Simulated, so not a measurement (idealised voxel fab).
process module | voxel transistor to metal
cross-section cut | 185 nm wide | cells 5 nm
A cross-section is a grid of square cells, given in bands from the top down. A band is one or more rows of cells.
Each band's line starts with the height of the band's top and of its bottom, in nm. Then come its materials from left to right, each with its width in nm. One material with "throughout" fills the band from edge to edge. "air" is empty space.
Height 0 is the level under which the wafer as received is all one material. The lowest band goes on downwards, as in "0 down".
A width such as "30 to 40" changes by the same amount from each row of cells to the next, from the band's top row to its bottom row.
"no change" after a step means that no cell of the cross-section changed.
closed voids: empty space of 8 cells or more with no open way to the top, each as width x height at its distance from the left edge, in nm
after a step's settings: what the simulator itself notes on the step
overlay nm, on a step with a mask: how far to the right of its planned place the mask lay; to the left if negative
plan
1 op RECEIVE | material Si
2 op CONFORMAL_DEP | material SiO2 | thk nm 5
3 op CONFORMAL_DEP | material SiN | thk nm 15
4 op PATTERN | tone cover | mask id ACTIVE | material resist | width nm 105 | thk nm 20 | overlay nm 0
5 op DIRECTIONAL_ETCH | etch materials SiN | depth nm 15
6 op DIRECTIONAL_ETCH | etch materials SiO2 | depth nm 5
7 op DIRECTIONAL_ETCH | etch materials Si | depth nm 30
8 op STRIP | etch materials resist
9 op FILL_DEP | material SiO2 | thk nm 5
10 op CMP | height nm 20
11 op SELECTIVE_ETCH | etch materials SiO2 | depth nm 5
12 op STRIP | etch materials SiN
13 op SELECTIVE_ETCH | etch materials SiO2 | depth nm 5
14 op OXIDIZE | depth nm 5
15 op DIRECTIONAL_DEP | material polySi | thk nm 30
16 op DIRECTIONAL_DEP | material SiCN | thk nm 10
17 op PATTERN | tone cover | mask id GATE | material resist | width nm 25 | thk nm 20 | overlay nm 0
18 op DIRECTIONAL_ETCH | etch materials SiCN | depth nm 20
19 op DIRECTIONAL_ETCH | etch materials polySi | depth nm 40
20 op STRIP | etch materials resist
21 op CONFORMAL_DEP | material SiN | thk nm 10
22 op DIRECTIONAL_ETCH | etch materials SiN | depth nm 10
23 op DIRECTIONAL_ETCH | etch materials SiO2 | depth nm 5
24 op DIRECTIONAL_ETCH | etch materials Si | depth nm 10
25 op EPI | material nSi | thk nm 10
26 op FILL_DEP | material SiO2 | thk nm 10
27 op CMP | height nm 40
28 op DIRECTIONAL_DEP | material SiO2 | thk nm 15
29 op PATTERN | tone open | mask id CONTACT | material resist | width nm 20 | pitch nm 75 | thk nm 15 | overlay nm 0
30 op DIRECTIONAL_ETCH | etch materials SiO2 | depth nm 60
31 op STRIP | etch materials resist
32 op CONFORMAL_DEP | material TiN | thk nm 5
33 op FILL_DEP | material Ru | thk nm 5
34 op CMP | height nm 55
35 op DIRECTIONAL_DEP | material TiN | thk nm 5
36 op DIRECTIONAL_DEP | material W | thk nm 20
37 op MASKED_ETCH | tone cover | mask id METAL_1 | width nm 20 | pitch nm 75 | etch materials W | depth nm 20 | overlay nm 0
38 op MASKED_ETCH | tone cover | mask id METAL_1 | width nm 20 | pitch nm 75 | etch materials TiN | depth nm 5 | overlay nm 0
39 op CONFORMAL_DEP | material SiCN | thk nm 5
40 op FILL_DEP | material SiO2 | thk nm 5
41 op CMP | height nm 80
42 op CONFORMAL_DEP | material SiCN | thk nm 5
as received, after step 1
  0 down: Si throughout
  closed voids: none
first wafer at the end, as planned
  85 to 80: SiCN throughout
  80 to 60: SiO2 40 | SiCN 5 | W 20 | SiCN 5 | SiO2 45 | SiCN 5 | W 20 | SiCN 5 | SiO2 40
  60 to 55: SiCN 45 | TiN 20 | SiCN 55 | TiN 20 | SiCN 45
  55 to 40: SiO2 45 | TiN 5 | Ru 10 | TiN 5 | SiO2 55 | TiN 5 | Ru 10 | TiN 5 | SiO2 45
  40 to 30: SiO2 45 | TiN 5 | Ru 10 | TiN 5 | SiO2 5 | SiN 10 | SiCN 25 | SiN 10 | SiO2 5 | TiN 5 | Ru 10 | TiN 5 | SiO2 45
  30 to 10: SiO2 45 | TiN 5 | Ru 10 | TiN 5 | SiO2 5 | SiN 10 | polySi 25 | SiN 10 | SiO2 5 | TiN 5 | Ru 10 | TiN 5 | SiO2 45
  10 to 5: SiO2 35 | SiN 10 | TiN 20 | SiO2 5 | SiN 10 | polySi 25 | SiN 10 | SiO2 5 | TiN 20 | SiN 10 | SiO2 35
  5 to 0: SiO2 35 | SiN 10 | nSi 10 | TiN 5 | nSi 10 | SiN 10 | polySi 25 | SiN 10 | nSi 10 | TiN 5 | nSi 10 | SiN 10 | SiO2 35
  0 to -5: SiO2 45 | nSi 10 | TiN 5 | nSi 10 | SiO2 45 | nSi 10 | TiN 5 | nSi 10 | SiO2 45
  -5 to -15: SiO2 40 | Si 5 | nSi 25 | Si 45 | nSi 25 | Si 5 | SiO2 40
  -15 to -30: SiO2 40 | Si 105 | SiO2 40
  -30 down: Si throughout
  closed voids: none
second wafer at the end: like start, like plan, one mistake
  85 to 80: SiCN throughout
  80 to 65: SiO2 40 | SiCN 5 | W 20 | SiCN 5 | SiO2 45 | SiCN 5 | W 20 | SiCN 5 | SiO2 40
  65 to 60: SiCN 45 | TiN 20 | SiCN 55 | TiN 20 | SiCN 45
  60 to 55: TiN 50 | Ru 10 | TiN 65 | Ru 10 | TiN 50
  55 to 40: SiO2 45 | TiN 5 | Ru 10 | TiN 5 | SiO2 55 | TiN 5 | Ru 10 | TiN 5 | SiO2 45
  40 to 30: SiO2 45 | TiN 5 | Ru 10 | TiN 5 | SiO2 5 | SiN 10 | SiCN 25 | SiN 10 | SiO2 5 | TiN 5 | Ru 10 | TiN 5 | SiO2 45
  30 to 10: SiO2 45 | TiN 5 | Ru 10 | TiN 5 | SiO2 5 | SiN 10 | polySi 25 | SiN 10 | SiO2 5 | TiN 5 | Ru 10 | TiN 5 | SiO2 45
  10 to 5: SiO2 35 | SiN 10 | TiN 20 | SiO2 5 | SiN 10 | polySi 25 | SiN 10 | SiO2 5 | TiN 20 | SiN 10 | SiO2 35
  5 to 0: SiO2 35 | SiN 10 | nSi 10 | TiN 5 | nSi 10 | SiN 10 | polySi 25 | SiN 10 | nSi 10 | TiN 5 | nSi 10 | SiN 10 | SiO2 35
  0 to -5: SiO2 45 | nSi 10 | TiN 5 | nSi 10 | SiO2 45 | nSi 10 | TiN 5 | nSi 10 | SiO2 45
  -5 to -15: SiO2 40 | Si 5 | nSi 25 | Si 45 | nSi 25 | Si 5 | SiO2 40
  -15 to -30: SiO2 40 | Si 105 | SiO2 40
  -30 down: Si throughout
  closed voids: none
what went wrong: step 34 ran as: op CMP | height nm 60
at the end the second wafer has, in cells: 4 more of Ru | 4 fewer of SiCN | 25 fewer of SiO2 | 33 more of TiN | 8 fewer of W
